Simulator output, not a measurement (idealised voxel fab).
A process module follows: voxel released beams.
Xsec cut, 160 nm wide, square cell size 5 nm.
Reading order for cross-sections: top band down to bottom band. Underlying form: a grid of square cells. Band size: one or more rows of cells. What a band's entry tells you: where the top is and where the bottom is, as heights in nm, and after that what lies inside, material by material from left to right, each with its width in nm. Empty space is written as the word "air", and a single material marked with the word "everywhere" occupies the band from edge to edge. Height 0 is the level under which the wafer as received is all one material. The lowest band goes on downwards, as in "0 and below". Note: "30->40" means the width goes from the first number (top row of the band) to the second number (bottom row) in equal steps per row of cells. Step note "remains unaltered" = no cross-section cell changed. You'll see "Cavities, closed" listing empty spaces that have no way open to the top, as long as they're 8 cells or more; the notation is width x height at distance, where the distance is from the left edge, and all of it is in nm. Read whatever lies past the settings on a step's line as the simulator's own remark about the step. overlay nm: on a step with a mask, how far right of its planned place the mask lay; negative means left.

### plan
1: RECEIVE,material Si
2: CONFORMAL_DEP,material Al2O3,thk nm 10
3: DIRECTIONAL_DEP,material SiO2,thk nm 20
4: PATTERN,tone open,mask id ANCHOR,material resist,width nm 30,thk nm 15,overlay nm 0
5: DIRECTIONAL_ETCH,etch materials SiO2,depth nm 20
6: STRIP,etch materials resist
7: CONFORMAL_DEP,material SiN,thk nm 10
8: PATTERN,tone cover,mask id BEAM,material resist,width nm 115,thk nm 20,overlay nm 0
9: DIRECTIONAL_ETCH,etch materials SiN,depth nm 10
10: STRIP,etch materials resist
11: STRIP,etch materials SiO2

### First of two wafers, with the run carried out as planned

### As-received wafer cross-section (after step 1)
  0 and below = Si everywhere
  Cavities, closed: none

### How the wafer stands in section after step 2
  10 down to 0 = Al2O3 everywhere
  Rest of section, below 0: as before.

### How the wafer stands in section after step 3
  30 down to 10 = SiO2 everywhere
  Rest of section, below 10: as before.

### How the wafer stands in section after step 4
  45 down to 30 = 25 of resist | 30 of air | 105 of resist
  Rest of section, below 30: as before.

### How the wafer stands in section after step 5
  45 down to 30 = 25 of resist | 30 of air | 105 of resist
  30 down to 10 = 25 of SiO2 | 30 of air | 105 of SiO2
  Rest of section, below 10: as before.

### How the wafer stands in section after step 6
  30 down to 10 = 25 of SiO2 | 30 of air | 105 of SiO2
  Rest of section, below 10: as before.

### How the wafer stands in section after step 7
  40 down to 30 = 35 of SiN | 10 of air | 115 of SiN
  30 down to 20 = 25 of SiO2 | 10 of SiN | 10 of air | 10 of SiN | 105 of SiO2
  20 down to 10 = 25 of SiO2 | 30 of SiN | 105 of SiO2
  Rest of section, below 10: as before.

### How the wafer stands in section after step 8
  60 down to 40 = 20 of air | 115 of resist | 25 of air
  40 down to 30 = 35 of SiN | 10 of resist | 115 of SiN
  30 down to 20 = 25 of SiO2 | 10 of SiN | 10 of resist | 10 of SiN | 105 of SiO2
  Rest of section, below 20: as before.

### How the wafer stands in section after step 9
  60 down to 40 = 20 of air | 115 of resist | 25 of air
  40 down to 30 = 20 of air | 15 of SiN | 10 of resist | 90 of SiN | 25 of air
  Rest of section, below 30: as before.

### How the wafer stands in section after step 10
  40 down to 30 = 20 of air | 15 of SiN | 10 of air | 90 of SiN | 25 of air
  30 down to 20 = 25 of SiO2 | 10 of SiN | 10 of air | 10 of SiN | 105 of SiO2
  Rest of section, below 20: as before.

### How the wafer stands in section after step 11
  40 down to 30 = 20 of air | 15 of SiN | 10 of air | 90 of SiN | 25 of air
  30 down to 20 = 25 of air | 10 of SiN | 10 of air | 10 of SiN | 105 of air
  20 down to 10 = 25 of air | 30 of SiN | 105 of air
  Rest of section, below 10: as before.

### Regarding the second of the two wafers: it shared the first wafer's starting condition and process plan, yet one error occurred during its execution. Its history coincides with that of the first wafer up to and including step 3

### The second wafer cut through, at the time step 4 was supposed to be finished
  45 down to 30 = 30 of resist | 20 of air | 110 of resist
  Rest of section, below 30: as before.

### The second wafer cut through, at the time step 5 was supposed to be finished
  45 down to 30 = 30 of resist | 20 of air | 110 of resist
  30 down to 10 = 30 of SiO2 | 20 of air | 110 of SiO2
  Rest of section, below 10: as before.

### The second wafer cut through, at the time step 6 was supposed to be finished
  30 down to 10 = 30 of SiO2 | 20 of air | 110 of SiO2
  Rest of section, below 10: as before.

### The second wafer cut through, at the time step 7 was supposed to be finished
  40 down to 30 = SiN everywhere
  30 down to 10 = 30 of SiO2 | 20 of SiN | 110 of SiO2
  Rest of section, below 10: as before.

### The second wafer cut through, at the time step 8 was supposed to be finished
  60 down to 40 = 20 of air | 115 of resist | 25 of air
  Rest of section, below 40: as before.

### The second wafer cut through, at the time step 9 was supposed to be finished
  60 down to 40 = 20 of air | 115 of resist | 25 of air
  40 down to 30 = 20 of air | 115 of SiN | 25 of air
  Rest of section, below 30: as before.

### The second wafer cut through, at the time step 10 was supposed to be finished
  40 down to 30 = 20 of air | 115 of SiN | 25 of air
  Rest of section, below 30: as before.

### The second wafer cut through, at the time step 11 was supposed to be finished
  40 down to 30 = 20 of air | 115 of SiN | 25 of air
  30 down to 10 = 30 of air | 20 of SiN | 110 of air
  Rest of section, below 10: as before.
What broke from the plan during processing? step 4 was processed under conditions differing from the plan, specifically as PATTERN,tone open,mask id ANCHOR,material resist,width nm 20,thk nm 15,overlay nm 0
Tallied in cells, the final second wafer holds each material in the same quantity as the first, although not at the same places.
